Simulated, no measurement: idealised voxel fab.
The name of this process module is voxel quadruple lines.
Each square cell in cross-section cut measures 5 nm, and the section as a whole is 165 nm wide.
Think of the cross-section as a grid of square cells. We describe it in bands, top to bottom, and each band covers one or more rows of those cells.
Band: top and bottom heights (nm) first, top before bottom; then materials from left to right, widths in nm. "everywhere" marks a sole material filling the band edge to edge. "blank" denotes empty space.
Measure heights from 0. That's the level where, below it, the as-received wafer is all one material. The lowest band is bottomless and extends downward; write it as in "from 0 down".
Width: "30->40" (first number = top row, second number = bottom row, same change from row to row of cells).
"no alterations made" means the step left every cell of the cross-section as it was.
For the entry "Closed internal cavities", the listed items are empty spaces with no open way to the top whose size is 8 cells or more; each item follows the pattern width x height at distance, where distance is from the left edge and all three are in nm.
On a step's line, text after the settings is the simulator commenting on that step.
A step line may carry the setting "overlay nm", which, for steps involving a mask, states the distance by which the mask lay to the right of its intended position; negative values denote displacement to the left.

The planned process steps are enumerated hereunder
step 1: RECEIVE: material Si
step 2: CONFORMAL_DEP: material SiO2, thk nm 10
step 3: DIRECTIONAL_DEP: material Ru, thk nm 10
step 4: DIRECTIONAL_DEP: material polySi, thk nm 20
step 5: DIRECTIONAL_DEP: material aC, thk nm 25
step 6: PATTERN: tone cover, mask id MANDREL, material resist, width nm 25, thk nm 35, overlay nm 0
step 7: DIRECTIONAL_ETCH: etch materials aC, depth nm 25
step 8: STRIP: etch materials resist
step 9: CONFORMAL_DEP: material SiO2, thk nm 15
step 10: DIRECTIONAL_ETCH: etch materials SiO2, depth nm 15
step 11: STRIP: etch materials aC
step 12: DIRECTIONAL_ETCH: etch materials polySi, depth nm 20
step 13: STRIP: etch materials SiO2
step 14: CONFORMAL_DEP: material SiN, thk nm 5
step 15: DIRECTIONAL_ETCH: etch materials SiN, depth nm 5
step 16: STRIP: etch materials polySi
step 17: DIRECTIONAL_ETCH: etch materials Ru, depth nm 10
step 18: STRIP: etch materials SiN
step 19: FILL_DEP: material lowk, thk nm 10
step 20: CMP: height nm 20

Wafer cross-section on receipt, i.e. after step 1
* from 0 down | Si everywhere
* Closed internal cavities: none

Cross-sectional image of the first of two wafers at the end of the module, the run having proceeded as planned
* from 20 to 10 | 50 nm lowk | 5 nm Ru | 15 nm lowk | 5 nm Ru | 15 nm lowk | 5 nm Ru | 15 nm lowk | 5 nm Ru | 50 nm lowk
* from 10 to 0 | SiO2 everywhere
* from 0 down | Si everywhere
* Closed internal cavities: none

Wafer two, sectioned after the module: the first wafer's start, the first wafer's plan, and one mistake in how it was run
* from 20 to 10 | 45 nm lowk | 5 nm Ru | 15 nm lowk | 5 nm Ru | 15 nm lowk | 5 nm Ru | 15 nm lowk | 5 nm Ru | 55 nm lowk
* from 10 to 0 | SiO2 everywhere
* from 0 down | Si everywhere
* Closed internal cavities: none
Diagnosis: rather than as planned, step 6 actually ran as PATTERN: tone cover, mask id MANDREL, material resist, width nm 25, thk nm 35, overlay nm -5
End check, second vs first wafer: material counts in cells match, positions do not.
